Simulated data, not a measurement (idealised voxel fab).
Presented below is a process module, voxel self aligned vias.
Cross-section cut: width 220 nm, square cells of 5 nm.
Format of a cross-section: grid, square cells. Given as bands. Order: top down. Band: one or more rows of cells.
Per band: top height and bottom height in nm, followed by the left-to-right materials and their widths in nm; "throughout" marks a single material spanning edge to edge, "air" marks empty space.
Ref level 0: as-received wafer is one material below here. Bottom band extends down with no lower bound ("0..down").
The expression "30->40" gives the width at the extremes of the band, the first number at its top row of cells and the second at its bottom row, with the width changing by equal amounts from each row to the next in between.
The designation "nothing changed", where it is given for a processing step, indicates that no cell of the cross-section was altered in the course of that step.
The label "Trapped void list" introduces a list of the empty spaces, 8 cells or larger, that have no open way up to the top; each entry in it reads width x height at distance, where the distance is taken from the left edge and all three are stated in nm.
That trailing text on a step's line, after the settings, is the simulator's own remark on the step.
Among the settings permitted on a step's line is "overlay nm"; applied to a step with a mask, it specifies the extent to which the mask lay to the right of its planned position, whereas a negative figure signifies a position to the left.
**Set out below are the planned steps of the process**
| 1 | RECEIVE with material Si |
| 2 | CONFORMAL_DEP with material SiO2, thk nm 10 |
| 3 | CONFORMAL_DEP with material SiCN, thk nm 5 |
| 4 | DIRECTIONAL_DEP with material lowk, thk nm 20 |
| 5 | PATTERN with tone open, mask id LINES, material resist, width nm 15, pitch nm 70, thk nm 20, overlay nm 0 |
| 6 | DIRECTIONAL_ETCH with etch materials lowk, depth nm 20 |
| 7 | STRIP with etch materials resist |
| 8 | CONFORMAL_DEP with material TiN, thk nm 5 |
| 9 | FILL_DEP with material Ru, thk nm 5 |
| 10 | CMP with height nm 35 |
| 11 | SELECTIVE_ETCH with etch materials W Ru TiN, depth nm 10 |
| 12 | FILL_DEP with material SiN, thk nm 5 |
| 13 | CMP with height nm 35 |
| 14 | DIRECTIONAL_DEP with material lowk, thk nm 20 |
| 15 | DIRECTIONAL_DEP with material aC, thk nm 10 |
| 16 | PATTERN with tone open, mask id VIAS, material resist, width nm 45, pitch nm 70, thk nm 25, overlay nm 0 |
| 17 | DIRECTIONAL_ETCH with etch materials aC, depth nm 10 |
| 18 | STRIP with etch materials resist |
| 19 | DIRECTIONAL_ETCH with etch materials lowk, depth nm 20 |
| 20 | DIRECTIONAL_ETCH with etch materials SiN, depth nm 10 |
| 21 | STRIP with etch materials aC |
| 22 | CONFORMAL_DEP with material TiN, thk nm 5 |
| 23 | FILL_DEP with material Ru, thk nm 10 |
| 24 | CMP with height nm 55 |
| 25 | CONFORMAL_DEP with material SiCN, thk nm 5 |
Be aware that, although all wafers share a common starting state, the width nm at step 5 differs among them, and the plan displays the first wafer's value.
**Incoming state of the first of several wafers in cross-section: after step 1**
	0..down = Si throughout
	Trapped void list: none
**Per wafer, end of module: cells gained (+) or lost (-) per material since receipt, then closed voids**
width nm 15 | +48 Ru | +88 SiCN | +88 SiO2 | +48 TiN | +256 lowk | Trapped void list: none
width nm 20 | +54 Ru | +88 SiCN | +88 SiO2 | +50 TiN | +248 lowk | Trapped void list: none
width nm 25 | +60 Ru | +88 SiCN | +88 SiO2 | +52 TiN | +240 lowk | Trapped void list: none
width nm 30 | +66 Ru | +88 SiCN | +88 SiO2 | +54 TiN | +232 lowk | Trapped void list: none
width nm 35 | +72 Ru | +88 SiCN | +88 SiO2 | +56 TiN | +224 lowk | Trapped void list: none
width nm 40 | +78 Ru | +88 SiCN | +88 SiO2 | +58 TiN | +216 lowk | Trapped void list: none
